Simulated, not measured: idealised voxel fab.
process module | voxel capacitor over wiring
cross-section cut | 250 nm wide | cells 5 nm
A cross-section is a grid of square cells, given in bands from the top down. A band is one or more rows of cells.
Each band's line starts with the height of the band's top and of its bottom, in nm. Then come its materials from left to right, each with its width in nm. One material with "throughout" fills the band from edge to edge. "air" is empty space.
Height 0 is the level under which the wafer as received is all one material. The lowest band goes on downwards, as in "0 down".
A width such as "30 to 40" changes by the same amount from each row of cells to the next, from the band's top row to its bottom row.
"no change" after a step means that no cell of the cross-section changed.
closed voids: empty space of 8 cells or more with no open way to the top, each as width x height at its distance from the left edge, in nm
after a step's settings: what the simulator itself notes on the step
overlay nm, on a step with a mask: how far to the right of its planned place the mask lay; to the left if negative
plan
1 op RECEIVE | material Si
2 op CONFORMAL_DEP | material SiO2 | thk nm 15
3 op DIRECTIONAL_DEP | material TiN | thk nm 5
4 op DIRECTIONAL_DEP | material W | thk nm 20
5 op PATTERN | tone cover | mask id METAL_1 | material resist | width nm 30 | pitch nm 100 | thk nm 15 | overlay nm 0
6 op DIRECTIONAL_ETCH | etch materials W | depth nm 20
7 op DIRECTIONAL_ETCH | etch materials TiN | depth nm 5
8 op STRIP | etch materials resist
9 op FILL_DEP | material SiO2 | thk nm 5
10 op CMP | height nm 40
11 op CONFORMAL_DEP | material SiCN | thk nm 5
12 op DIRECTIONAL_DEP | material SiO2 | thk nm 20
13 op PATTERN | tone open | mask id PLUG_1 | material resist | width nm 15 | thk nm 15 | overlay nm 0
14 op DIRECTIONAL_ETCH | etch materials SiO2 | depth nm 20
15 op DIRECTIONAL_ETCH | etch materials SiCN | depth nm 5
16 op STRIP | etch materials resist
17 op EPI | material Ru | thk nm 10
18 op EPI | material Ru | thk nm 10
19 op EPI | material Ru | thk nm 5
20 op DIRECTIONAL_DEP | material TiN | thk nm 10
21 op DIRECTIONAL_DEP | material HfO2 | thk nm 5
22 op DIRECTIONAL_DEP | material TiN | thk nm 10
23 op DIRECTIONAL_DEP | material aC | thk nm 15
24 op PATTERN | tone cover | mask id UPPER_PLATE | material resist | width nm 75 | thk nm 35 | overlay nm 0
25 op DIRECTIONAL_ETCH | etch materials aC | depth nm 15
26 op STRIP | etch materials resist
27 op DIRECTIONAL_ETCH | etch materials TiN | depth nm 10
28 op DIRECTIONAL_ETCH | etch materials HfO2 | depth nm 5
29 op STRIP | etch materials aC
30 op DIRECTIONAL_DEP | material aC | thk nm 15
31 op PATTERN | tone cover | mask id LOWER_PLATE | material resist | width nm 85 | thk nm 35 | overlay nm 0
32 op DIRECTIONAL_ETCH | etch materials aC | depth nm 15
33 op STRIP | etch materials resist
34 op DIRECTIONAL_ETCH | etch materials TiN | depth nm 10
35 op STRIP | etch materials aC
36 op FILL_DEP | material SiO2 | thk nm 15
37 op CMP | height nm 100
38 op DIRECTIONAL_DEP | material aC | thk nm 15
39 op PATTERN | tone open | mask id PLUG_2 | material resist | width nm 15 | thk nm 30 | overlay nm 0
40 op DIRECTIONAL_ETCH | etch materials aC | depth nm 15
41 op STRIP | etch materials resist
42 op DIRECTIONAL_ETCH | etch materials SiO2 | depth nm 10
43 op STRIP | etch materials aC
44 op CONFORMAL_DEP | material TiN | thk nm 5
45 op FILL_DEP | material W | thk nm 5
46 op CMP | height nm 100
47 op CONFORMAL_DEP | material SiCN | thk nm 5
as received, after step 1
  0 down: Si throughout
  closed voids: none
first wafer at the end, as planned
  105 to 100: SiCN throughout
  100 to 95: SiO2 85 | TiN 5 | W 5 | TiN 5 | SiO2 150
  95 to 90: SiO2 85 | TiN 15 | SiO2 150
  90 to 80: SiO2 75 | TiN 75 | SiO2 100
  80 to 75: SiO2 75 | HfO2 75 | SiO2 100
  75 to 65: SiO2 70 | TiN 85 | SiO2 95
  65 to 45: SiO2 75 | Ru 15 | SiO2 160
  45 to 40: SiCN 75 | Ru 15 | SiCN 160
  40 to 20: SiO2 60 | W 30 | SiO2 70 | W 30 | SiO2 60
  20 to 15: SiO2 60 | TiN 30 | SiO2 70 | TiN 30 | SiO2 60
  15 to 0: SiO2 throughout
  0 down: Si throughout
  closed voids: none
second wafer at the end: like start, like plan, one mistake
  105 to 100: SiCN throughout
  100 to 95: SiO2 85 | TiN 5 | W 5 | TiN 5 | SiO2 150
  95 to 90: SiO2 85 | TiN 15 | SiO2 150
  90 to 80: SiO2 75 | TiN 75 | SiO2 100
  80 to 75: SiO2 throughout
  75 to 65: TiN throughout
  65 to 45: SiO2 75 | Ru 15 | SiO2 160
  45 to 40: SiCN 75 | Ru 15 | SiCN 160
  40 to 20: SiO2 60 | W 30 | SiO2 70 | W 30 | SiO2 60
  20 to 15: SiO2 60 | TiN 30 | SiO2 70 | TiN 30 | SiO2 60
  15 to 0: SiO2 throughout
  0 down: Si throughout
  closed voids: none
what went wrong: step 21 ran as: op DIRECTIONAL_DEP | material SiO2 | thk nm 5
at the end the second wafer has, in cells: 15 fewer of HfO2 | 51 fewer of SiO2 | 66 more of TiN
